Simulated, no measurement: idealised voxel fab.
Name of the process module below: voxel self aligned contacts
Pictured: cross-section cut, 145 nm wide, on a grid of 5 nm square cells.
A cross-section is written here as square cells arranged in a grid, and it is given in bands from the top down, each band taking up one or more rows of cells. In this notation a band is specified by the heights of its top and bottom, in that order and in nm, after which its materials appear from left to right, each paired with its width in nm. The word "throughout" attached to a single material means that material fills the band from edge to edge; the word "air" stands for empty space. Height datum 0, below which the as-received substrate wafer is one material. Lowest band open at the bottom, running downward: "0 and below". Per-row width for "30->40": begins at first number (top row of band), ends at second number (bottom row), increment between rows held constant. A step reported as "remains unaltered" is a step in which no cell of the cross-section changed. "Trapped void list": sealed empty spaces, 8 cells or more, no open way to top, listed width x height at distance, with distance from the left edge and width, height and distance in nm. Anything after a step's settings on that line? It's the simulator's own note about the step. The setting "overlay nm" may be written on the line of a step. When the step uses a mask, the value reports how far to the right of the planned place the mask lay, and a negative value reports that it lay to the left.

**These are the steps we planned for the process**
| 1 | RECEIVE [material Si] |
| 2 | OXIDIZE [depth nm 5] |
| 3 | DIRECTIONAL_DEP [material polySi] [thk nm 20] |
| 4 | DIRECTIONAL_DEP [material SiN] [thk nm 25] |
| 5 | DIRECTIONAL_DEP [material aC] [thk nm 10] |
| 6 | PATTERN [tone cover] [mask id GATE] [material resist] [width nm 35] [pitch nm 75] [thk nm 25] [overlay nm 0] |
| 7 | DIRECTIONAL_ETCH [etch materials aC] [depth nm 10] |
| 8 | STRIP [etch materials resist] |
| 9 | DIRECTIONAL_ETCH [etch materials SiN] [depth nm 25] |
| 10 | DIRECTIONAL_ETCH [etch materials polySi] [depth nm 20] |
| 11 | STRIP [etch materials aC] |
| 12 | CONFORMAL_DEP [material SiN] [thk nm 10] |
| 13 | DIRECTIONAL_ETCH [etch materials SiN] [depth nm 10] |
| 14 | FILL_DEP [material SiO2] [thk nm 15] |
| 15 | CMP [height nm 55] |
| 16 | MASKED_ETCH [tone open] [mask id CONTACT] [width nm 50] [etch materials SiO2] [depth nm 60] [overlay nm 0] |
| 17 | CONFORMAL_DEP [material TiN] [thk nm 5] |
| 18 | FILL_DEP [material Ru] [thk nm 5] |
| 19 | CMP [height nm 55] |
| 20 | CONFORMAL_DEP [material SiCN] [thk nm 5] |

**Incoming wafer in cross-section (state: after step 1)**
- 0 and below  Si throughout
- Trapped void list: none

**This is how the wafer looks in cross-section once the module is done, given the starting state and plan above and one mistake in carrying the plan out**
- 60 down to 55  SiCN throughout
- 55 down to 45  SiO2 40; TiN 5->25; Ru 50->10; TiN 5->25; SiO2 45
- 45 down to 20  SiO2 5; SiN 55; TiN 5; Ru 10; TiN 5; SiN 55; SiO2 10
- 20 down to 0  SiO2 5; SiN 10; polySi 35; SiN 10; TiN 5; Ru 10; TiN 5; SiN 10; polySi 35; SiN 10; SiO2 10
- 0 down to -5  SiO2 60; TiN 20; SiO2 65
- -5 and below  Si throughout
- Trapped void list: none
Heads up, the wafer didn't run the way we planned it: step 16 ran as: MASKED_ETCH [tone open] [mask id CONTACT] [width nm 60] [etch materials SiO2] [depth nm 60] [overlay nm 0]
